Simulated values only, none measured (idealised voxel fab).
Documented hereafter: the process module known as voxel capacitor over wiring.
It is cross-section cut that appears here, measuring 175 nm in width, its square cells being 5 nm in size.
Cross-sections here: square-cell grids, written as top-down lists of bands, a band being one or more rows of cells. Each band's line starts with the height of the band's top and of its bottom, in nm. Then come its materials from left to right, each with its width in nm. One material with "everywhere" fills the band from edge to edge. "blank" is empty space. We count height from 0. Below that, the starting wafer is all one material. The lowest band never ends at the bottom but goes on down; see "0 -> down" for how that is written. Per-row width for "30 to 40": begins at first number (top row of band), ends at second number (bottom row), increment between rows held constant. What does "no change occurred" mean for a step? It means no cell of the cross-section changed in that step. Reported under the label "Closed empty spaces" are the empty spaces having no open way to the top and comprising 8 cells or more; the notation for each is width x height at distance, in which the distance is measured from the left edge and all three values are in nm. Whatever follows a step's settings on its line is a remark the simulator itself makes about that step. overlay nm: mask offset rightward from planned place, masked step; negative means leftward offset.
Steps planned for the process
1 RECEIVE [material Si]
2 CONFORMAL_DEP [material SiO2] [thk nm 10]
3 CONFORMAL_DEP [material SiCN] [thk nm 5]
4 DIRECTIONAL_DEP [material lowk] [thk nm 15]
5 PATTERN [tone open] [mask id METAL_1] [material resist] [width nm 20] [pitch nm 90] [thk nm 15] [overlay nm 0]
6 DIRECTIONAL_ETCH [etch materials lowk] [depth nm 15]
7 DIRECTIONAL_ETCH [etch materials SiCN] [depth nm 5]
8 STRIP [etch materials resist]
9 CONFORMAL_DEP [material TiN] [thk nm 5]
10 FILL_DEP [material Cu] [thk nm 5]
11 CMP [height nm 30]
12 EPI [material Ru] [thk nm 5]
13 FILL_DEP [material SiCN] [thk nm 5]
14 DIRECTIONAL_DEP [material lowk] [thk nm 15]
15 DIRECTIONAL_DEP [material aC] [thk nm 10]
16 PATTERN [tone open] [mask id PLUG_1] [material resist] [width nm 15] [thk nm 25] [overlay nm 0]
17 DIRECTIONAL_ETCH [etch materials aC] [depth nm 10]
18 STRIP [etch materials resist]
19 DIRECTIONAL_ETCH [etch materials lowk] [depth nm 15]
20 DIRECTIONAL_ETCH [etch materials SiCN] [depth nm 5]
21 STRIP [etch materials aC]
22 CONFORMAL_DEP [material TiN] [thk nm 5]
23 FILL_DEP [material Ru] [thk nm 5]
24 CMP [height nm 55]
25 DIRECTIONAL_DEP [material TiN] [thk nm 5]
26 DIRECTIONAL_DEP [material Al2O3] [thk nm 5]
27 DIRECTIONAL_DEP [material TiN] [thk nm 10]
28 MASKED_ETCH [tone cover] [mask id UPPER_PLATE] [width nm 75] [etch materials TiN] [depth nm 10] [overlay nm 0]
29 MASKED_ETCH [tone cover] [mask id UPPER_PLATE] [width nm 75] [etch materials Al2O3] [depth nm 5] [overlay nm 0]
30 MASKED_ETCH [tone cover] [mask id LOWER_PLATE] [width nm 85] [etch materials TiN] [depth nm 5] [overlay nm 0]
31 FILL_DEP [material SiO2] [thk nm 20]
32 CMP [height nm 90]
33 MASKED_ETCH [tone open] [mask id PLUG_2] [width nm 15] [etch materials SiO2] [depth nm 15] [overlay nm 0]
34 CONFORMAL_DEP [material TiN] [thk nm 5]
35 FILL_DEP [material W] [thk nm 10]
36 CMP [height nm 90]
37 CONFORMAL_DEP [material SiN] [thk nm 5]
What follows covers the first of two wafers; it ran as planned
Delivered wafer in cross-section: state after step 1
0 -> down = Si everywhere
Closed empty spaces: none
Step 2 done - wafer cross-section
10 -> 0 = SiO2 everywhere
below 0: unchanged
Step 3 done - wafer cross-section
15 -> 10 = SiCN everywhere
below 10: unchanged
Step 4 done - wafer cross-section
30 -> 15 = lowk everywhere
below 15: unchanged
Step 5 done - wafer cross-section
45 -> 30 = resist=30, blank=20, resist=70, blank=20, resist=35
below 30: unchanged
Step 6 done - wafer cross-section
45 -> 30 = resist=30, blank=20, resist=70, blank=20, resist=35
30 -> 15 = lowk=30, blank=20, lowk=70, blank=20, lowk=35
below 15: unchanged
Step 7 done - wafer cross-section
45 -> 30 = resist=30, blank=20, resist=70, blank=20, resist=35
30 -> 15 = lowk=30, blank=20, lowk=70, blank=20, lowk=35
15 -> 10 = SiCN=30, blank=20, SiCN=70, blank=20, SiCN=35
below 10: unchanged
Step 8 done - wafer cross-section
30 -> 15 = lowk=30, blank=20, lowk=70, blank=20, lowk=35
below 15: unchanged
Step 9 done - wafer cross-section
35 -> 30 = TiN=35, blank=10, TiN=80, blank=10, TiN=40
30 -> 15 = lowk=30, TiN=5, blank=10, TiN=5, lowk=70, TiN=5, blank=10, TiN=5, lowk=35
15 -> 10 = SiCN=30, TiN=20, SiCN=70, TiN=20, SiCN=35
below 10: unchanged
Step 10 done - wafer cross-section
40 -> 35 = Cu everywhere
35 -> 30 = TiN=35, Cu=10, TiN=80, Cu=10, TiN=40
30 -> 15 = lowk=30, TiN=5, Cu=10, TiN=5, lowk=70, TiN=5, Cu=10, TiN=5, lowk=35
below 15: unchanged
Step 11 done - wafer cross-section
30 -> 15 = lowk=30, TiN=5, Cu=10, TiN=5, lowk=70, TiN=5, Cu=10, TiN=5, lowk=35
below 15: unchanged
Step 12 done - wafer cross-section
35 -> 30 = blank=25, Ru=30, blank=60, Ru=30, blank=30
below 30: unchanged
Step 13 done - wafer cross-section
40 -> 35 = SiCN everywhere
35 -> 30 = SiCN=25, Ru=30, SiCN=60, Ru=30, SiCN=30
below 30: unchanged
Step 14 done - wafer cross-section
55 -> 40 = lowk everywhere
below 40: unchanged
Step 15 done - wafer cross-section
65 -> 55 = aC everywhere
below 55: unchanged
Step 16 done - wafer cross-section
90 -> 65 = resist=35, blank=15, resist=125
below 65: unchanged
Step 17 done - wafer cross-section
80 -> 65 = resist=35, blank=15, resist=125
65 -> 55 = aC=35, blank=15, aC=125
below 55: unchanged
Step 18 done - wafer cross-section
65 -> 55 = aC=35, blank=15, aC=125
below 55: unchanged
Step 19 done - wafer cross-section
65 -> 55 = aC=35, blank=15, aC=125
55 -> 40 = lowk=35, blank=15, lowk=125
below 40: unchanged
Step 20 done - wafer cross-section
65 -> 55 = aC=35, blank=15, aC=125
55 -> 40 = lowk=35, blank=15, lowk=125
40 -> 35 = SiCN=35, blank=15, SiCN=125
below 35: unchanged
Step 21 done - wafer cross-section
55 -> 40 = lowk=35, blank=15, lowk=125
below 40: unchanged
Step 22 done - wafer cross-section
60 -> 55 = TiN=40, blank=5, TiN=130
55 -> 40 = lowk=35, TiN=5, blank=5, TiN=5, lowk=125
40 -> 35 = SiCN=35, TiN=15, SiCN=125
below 35: unchanged
Step 23 done - wafer cross-section
65 -> 60 = Ru everywhere
60 -> 55 = TiN=40, Ru=5, TiN=130
55 -> 40 = lowk=35, TiN=5, Ru=5, TiN=5, lowk=125
below 40: unchanged
Step 24 done - wafer cross-section
55 -> 40 = lowk=35, TiN=5, Ru=5, TiN=5, lowk=125
below 40: unchanged
Step 25 done - wafer cross-section
60 -> 55 = TiN everywhere
below 55: unchanged
Step 26 done - wafer cross-section
65 -> 60 = Al2O3 everywhere
below 60: unchanged
Step 27 done - wafer cross-section
75 -> 65 = TiN everywhere
below 65: unchanged
Step 28 done - wafer cross-section
75 -> 65 = blank=35, TiN=75, blank=65
below 65: unchanged
Step 29 done - wafer cross-section
75 -> 65 = blank=35, TiN=75, blank=65
65 -> 60 = blank=35, Al2O3=75, blank=65
below 60: unchanged
Step 30 done - wafer cross-section
75 -> 65 = blank=35, TiN=75, blank=65
65 -> 60 = blank=35, Al2O3=75, blank=65
60 -> 55 = blank=30, TiN=85, blank=60
below 55: unchanged
Step 31 done - wafer cross-section
95 -> 75 = SiO2 everywhere
75 -> 65 = SiO2=35, TiN=75, SiO2=65
65 -> 60 = SiO2=35, Al2O3=75, SiO2=65
60 -> 55 = SiO2=30, TiN=85, SiO2=60
below 55: unchanged
Step 32 done - wafer cross-section
90 -> 75 = SiO2 everywhere
below 75: unchanged
Step 33 done - wafer cross-section
90 -> 75 = SiO2=45, blank=15, SiO2=115
below 75: unchanged
Step 34 done - wafer cross-section
95 -> 90 = TiN=50, blank=5, TiN=120
90 -> 80 = SiO2=45, TiN=5, blank=5, TiN=5, SiO2=115
80 -> 75 = SiO2=45, TiN=15, SiO2=115
below 75: unchanged
Step 35 done - wafer cross-section
105 -> 95 = W everywhere
95 -> 90 = TiN=50, W=5, TiN=120
90 -> 80 = SiO2=45, TiN=5, W=5, TiN=5, SiO2=115
below 80: unchanged
Step 36 done - wafer cross-section
90 -> 80 = SiO2=45, TiN=5, W=5, TiN=5, SiO2=115
below 80: unchanged
Step 37 done - wafer cross-section
95 -> 90 = SiN everywhere
below 90: unchanged
Wafer two. Same start, same plan, one slip in execution. Same as wafer one through step 36, inclusive
At the planned end of step 37, the second wafer in cross-section
105 -> 90 = SiN everywhere
below 90: unchanged
Run error: step 37 was processed under conditions differing from the plan, specifically as CONFORMAL_DEP [material SiN] [thk nm 15]
At the finish, the second wafer shows more or fewer cells for some materials than the first does: 70 more of SiN
